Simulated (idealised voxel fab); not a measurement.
This section sets out a process module, namely voxel gate over fins.
The figure presents cross-section cut, which has a width of 175 nm and is divided into square cells with an edge length of 5 nm.
We lay out every cross-section as a grid of square cells and spell it out in bands from the top down, where one band means one or more rows of cells. Heights first: top, then bottom, in nm. Then materials, left to right, each with a width in nm. "edge to edge" on a single material: fills the band edge to edge. "empty": empty space. We count height from 0. Below that, the starting wafer is all one material. The lowest band never ends at the bottom but goes on down; see "z 0 and below" for how that is written. Width "30 to 40": first value at the band's top row of cells, second value at its bottom row, equal change from row to row. "no change" (step): cross-section cells unchanged, all of them. "Trapped void list" enumerates empty spaces isolated from the top, with no open way to it, that contain at least 8 cells, giving each as width x height at distance from the left edge, all three in nm. Step line, after settings: the simulator's comment on this step. The "overlay nm" setting may appear on a step's line; for a step that uses a mask, it gives how far to the right of its planned position the mask lay, and a negative value indicates the left.
These are the steps we planned for the process
| 1 | RECEIVE | material Si |
| 2 | CONFORMAL_DEP | material SiN | thk nm 5 |
| 3 | DIRECTIONAL_DEP | material aC | thk nm 15 |
| 4 | PATTERN | tone cover | mask id FINS | material resist | width nm 15 | pitch nm 35 | thk nm 35 | overlay nm 0 |
| 5 | DIRECTIONAL_ETCH | etch materials aC | depth nm 15 |
| 6 | STRIP | etch materials resist |
| 7 | DIRECTIONAL_ETCH | etch materials SiN | depth nm 5 |
| 8 | DIRECTIONAL_ETCH | etch materials Si | depth nm 30 |
| 9 | STRIP | etch materials aC |
| 10 | FILL_DEP | material SiO2 | thk nm 5 |
| 11 | CMP | height nm 5 |
| 12 | SELECTIVE_ETCH | etch materials SiO2 | depth nm 20 |
| 13 | STRIP | etch materials SiN |
| 14 | CONFORMAL_DEP | material HfO2 | thk nm 5 |
| 15 | CONFORMAL_DEP | material TiN | thk nm 5 |
| 16 | FILL_DEP | material W | thk nm 10 |
| 17 | CMP | height nm 15 |
| 18 | CONFORMAL_DEP | material SiCN | thk nm 10 |
Wafer cross-section on receipt, i.e. after step 1
> z 0 and below  Si edge to edge
> Trapped void list: none
Final wafer profile in cross-section after the module, from the same start and plan as above, with one mistake made during processing
> z 25 to 15  SiCN edge to edge
> z 15 to 10  W edge to edge
> z 10 to 5  W (60); TiN (70); W (45)
> z 5 to 0  W (60); TiN (5); HfO2 (25); TiN (10); HfO2 (25); TiN (5); W (45)
> z 0 to -5  W (60); TiN (5); HfO2 (5); Si (15); HfO2 (5); TiN (10); HfO2 (5); Si (15); HfO2 (5); TiN (5); W (45)
> z -5 to -10  TiN (65); HfO2 (5); Si (15); HfO2 (5); TiN (10); HfO2 (5); Si (15); HfO2 (5); TiN (50)
> z -10 to -15  HfO2 (70); Si (15); HfO2 (20); Si (15); HfO2 (55)
> z -15 to -30  SiO2 (70); Si (15); SiO2 (20); Si (15); SiO2 (55)
> z -30 and below  Si edge to edge
> Trapped void list: none
Processing error: step 4 ran as: PATTERN | tone cover | mask id FINS | material resist | width nm 15 | pitch nm 35 | thk nm 35 | overlay nm 10
